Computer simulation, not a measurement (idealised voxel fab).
Documented hereafter: the process module known as voxel wiring stack.
Xsec cut, 180 nm wide, square cell size 5 nm.
Reading order for cross-sections: top band down to bottom band. Underlying form: a grid of square cells. Band size: one or more rows of cells. Quick guide to a band line: top height, bottom height (nm) up front; then every material left to right with its width in nm. Only one material and it's marked "throughout"? Then it fills the band edge to edge. And "empty" just means empty space. Heights are measured from 0, the level below which the as-received wafer is all one material; the lowest band has no bottom and continues downward, written as in "0..down". A width given as "30->40" starts at the first number in the band's top row and ends at the second number in its bottom row, shifting by an equal amount at every step from row to row. Step note "no change" = no cross-section cell changed. Any empty space of 8 cells or more lacking an open way to the top shows up in "Closed void register" as width x height at distance, distance from the left edge, in nm. The remark found on a step's line after its settings is issued by the simulator itself and pertains to that step. Regarding "overlay nm": on a step with a mask, it is the distance the mask lay to the right of its planned place; a negative value places it to the left.
STEPS PLANNED FOR THE PROCESS
1. RECEIVE with material Si
2. CONFORMAL_DEP with material SiO2, thk nm 10
3. DIRECTIONAL_DEP with material TiN, thk nm 5
4. DIRECTIONAL_DEP with material Ru, thk nm 15
5. DIRECTIONAL_DEP with material aC, thk nm 15
6. PATTERN with tone cover, mask id METAL_1, material resist, width nm 20, pitch nm 50, thk nm 35, overlay nm 0
7. DIRECTIONAL_ETCH with etch materials aC, depth nm 15
8. STRIP with etch materials resist
9. DIRECTIONAL_ETCH with etch materials Ru, depth nm 15
10. DIRECTIONAL_ETCH with etch materials TiN, depth nm 5
11. STRIP with etch materials aC
12. FILL_DEP with material SiO2, thk nm 10
13. CMP with height nm 30
14. CONFORMAL_DEP with material SiCN, thk nm 5
15. DIRECTIONAL_DEP with material lowk, thk nm 15
16. MASKED_ETCH with tone open, mask id PLUG_1, width nm 15, pitch nm 100, etch materials lowk, depth nm 15, overlay nm 0
17. MASKED_ETCH with tone open, mask id PLUG_1, width nm 15, pitch nm 100, etch materials SiCN, depth nm 5, overlay nm 0
18. CONFORMAL_DEP with material TiN, thk nm 5
19. FILL_DEP with material Cu, thk nm 10
20. CMP with height nm 50
21. CONFORMAL_DEP with material SiCN, thk nm 5
22. DIRECTIONAL_DEP with material SiO2, thk nm 15
23. MASKED_ETCH with tone open, mask id METAL_2, width nm 20, pitch nm 50, etch materials SiO2, depth nm 15, overlay nm -15
24. MASKED_ETCH with tone open, mask id METAL_2, width nm 20, pitch nm 50, etch materials SiCN, depth nm 5, overlay nm 0
25. CONFORMAL_DEP with material TiN, thk nm 5
26. FILL_DEP with material Ru, thk nm 5
27. CMP with height nm 70
28. CONFORMAL_DEP with material SiCN, thk nm 5
29. DIRECTIONAL_DEP with material SiO2, thk nm 15
30. MASKED_ETCH with tone open, mask id PLUG_2, width nm 15, pitch nm 100, etch materials SiO2, depth nm 15, overlay nm 0
31. MASKED_ETCH with tone open, mask id PLUG_2, width nm 15, pitch nm 100, etch materials SiCN, depth nm 5, overlay nm 0
32. EPI with material Ru, thk nm 10
33. EPI with material Ru, thk nm 10
34. CONFORMAL_DEP with material SiN, thk nm 5
35. DIRECTIONAL_DEP with material lowk, thk nm 15
36. MASKED_ETCH with tone open, mask id METAL_3, width nm 20, pitch nm 50, etch materials lowk, depth nm 15, overlay nm 0
37. MASKED_ETCH with tone open, mask id METAL_3, width nm 20, pitch nm 50, etch materials SiN, depth nm 5, overlay nm 0
38. CONFORMAL_DEP with material TiN, thk nm 5
39. FILL_DEP with material Cu, thk nm 10
40. CMP with height nm 110
41. EPI with material Ru, thk nm 5
42. FILL_DEP with material SiCN, thk nm 5
43. DIRECTIONAL_DEP with material SiO2, thk nm 25
44. MASKED_ETCH with tone open, mask id METAL_4, width nm 20, pitch nm 50, etch materials SiO2, depth nm 15, overlay nm 0
45. MASKED_ETCH with tone open, mask id METAL_4_HOLES, width nm 15, pitch nm 50, etch materials SiO2, depth nm 10, overlay nm 0
46. MASKED_ETCH with tone open, mask id METAL_4_HOLES, width nm 15, pitch nm 50, etch materials SiCN, depth nm 5, overlay nm 0
47. CONFORMAL_DEP with material TiN, thk nm 5
48. FILL_DEP with material Cu, thk nm 10
49. CMP with height nm 145
50. CONFORMAL_DEP with material SiN, thk nm 5
For clarity, it should be stated that the wafers under discussion commence in an identical condition and differ with respect to the overlay nm of step 23, the plan indicating the value that the first wafer had.
CROSS-SECTION, FIRST OF SEVERAL WAFERS, AS DELIVERED AFTER STEP 1
    0..down: Si throughout
    Closed void register: none
TAKE ANY ROW AND YOU HAVE A WAFER AT THE END OF THE MODULE: HOW MANY CELLS OF EACH MATERIAL IT HAS GAINED (+) OR LOST (-) SINCE IT WAS RECEIVED, AND THEN ITS CLOSED VOIDS
overlay nm -15 | +45 Cu | +90 Ru | +138 SiCN | +60 SiN | +456 SiO2 | +129 TiN | +162 lowk | Closed void register: none
overlay nm -10 | +45 Cu | +90 Ru | +135 SiCN | +60 SiN | +456 SiO2 | +132 TiN | +162 lowk | Closed void register: none
overlay nm -5 | +45 Cu | +93 Ru | +132 SiCN | +60 SiN | +456 SiO2 | +132 TiN | +162 lowk | Closed void register: none
overlay nm 0 | +45 Cu | +96 Ru | +129 SiCN | +60 SiN | +456 SiO2 | +132 TiN | +162 lowk | Closed void register: none
overlay nm 5 | +45 Cu | +93 Ru | +132 SiCN | +60 SiN | +456 SiO2 | +132 TiN | +162 lowk | Closed void register: none
overlay nm 10 | +45 Cu | +90 Ru | +135 SiCN | +60 SiN | +456 SiO2 | +132 TiN | +162 lowk | Closed void register: none
overlay nm 15 | +45 Cu | +66 Ru | +138 SiCN | +76 SiN | +456 SiO2 | +137 TiN | +162 lowk | Closed void register: none
